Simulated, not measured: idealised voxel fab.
A process module follows: voxel tone inversion.
In the cross-section labelled cut, the width is 220 nm and each square cell is 5 nm.
Square cells in a grid make up a cross-section in this document, and the grid is given as bands, listed from the top down, each one or more rows of cells.
Top, bottom (nm), then materials left to right with widths (nm); lone material tagged "everywhere" fills the whole band edge to edge; "air" = empty space.
Below 0: as-received wafer, all one material; heights counted from there. Lowest band: no bottom, goes on down, written "0 nm and below".
The two numbers in a width such as "30 to 40" mark its ends across the band: the first belongs to the top row of cells, the second to the bottom row, and from each row to the next the width moves by the same amount.
No cell of the cross-section changed in a step that is given as "no change".
"Closed void list": empty spaces of 8 cells or more with no open way to the top, each given as width x height at distance, distance from the left edge, all in nm.
Step line, after settings: the simulator's comment on this step.
What "overlay nm" on a step's line means: if the step has a mask, that mask lay this far to the right of its planned place, or, when the value is negative, to the left.
THIS SECTION LISTS THE PROCESS STEPS THAT WERE PLANNED
1,RECEIVE | material Si
2,CONFORMAL_DEP | material SiN | thk nm 5
3,DIRECTIONAL_DEP | material aC | thk nm 15
4,PATTERN | tone cover | mask id POSTS | material resist | width nm 15 | pitch nm 45 | thk nm 25 | overlay nm 0
5,DIRECTIONAL_ETCH | etch materials aC | depth nm 15
6,STRIP | etch materials resist
7,FILL_DEP | material lowk | thk nm 10
8,CMP | height nm 25
9,STRIP | etch materials aC
Heads up: all these wafers start the same, and what changes between them is the thk nm in step 2. The value you see in the plan is just what the first wafer got.
AFTER STEP 1, AS RECEIVED: FIRST OF SEVERAL WAFERS, CROSS-SECTION
- 0 nm and below  Si everywhere
- Closed void list: none
TABLE: WAFERS, A ROW EACH; END-OF-MODULE CELL CHANGE PER MATERIAL SINCE RECEIPT, GAIN (+), LOSS (-); THEN CLOSED VOIDS
thk nm 5 | +44 SiN | +36 aC | +140 lowk | Closed void list: none
thk nm 10 | +88 SiN | +96 lowk | Closed void list: none
thk nm 15 | +132 SiN | +64 lowk | Closed void list: none
thk nm 20 | +176 SiN | +32 lowk | Closed void list: none
thk nm 25 | +220 SiN | Closed void list: none
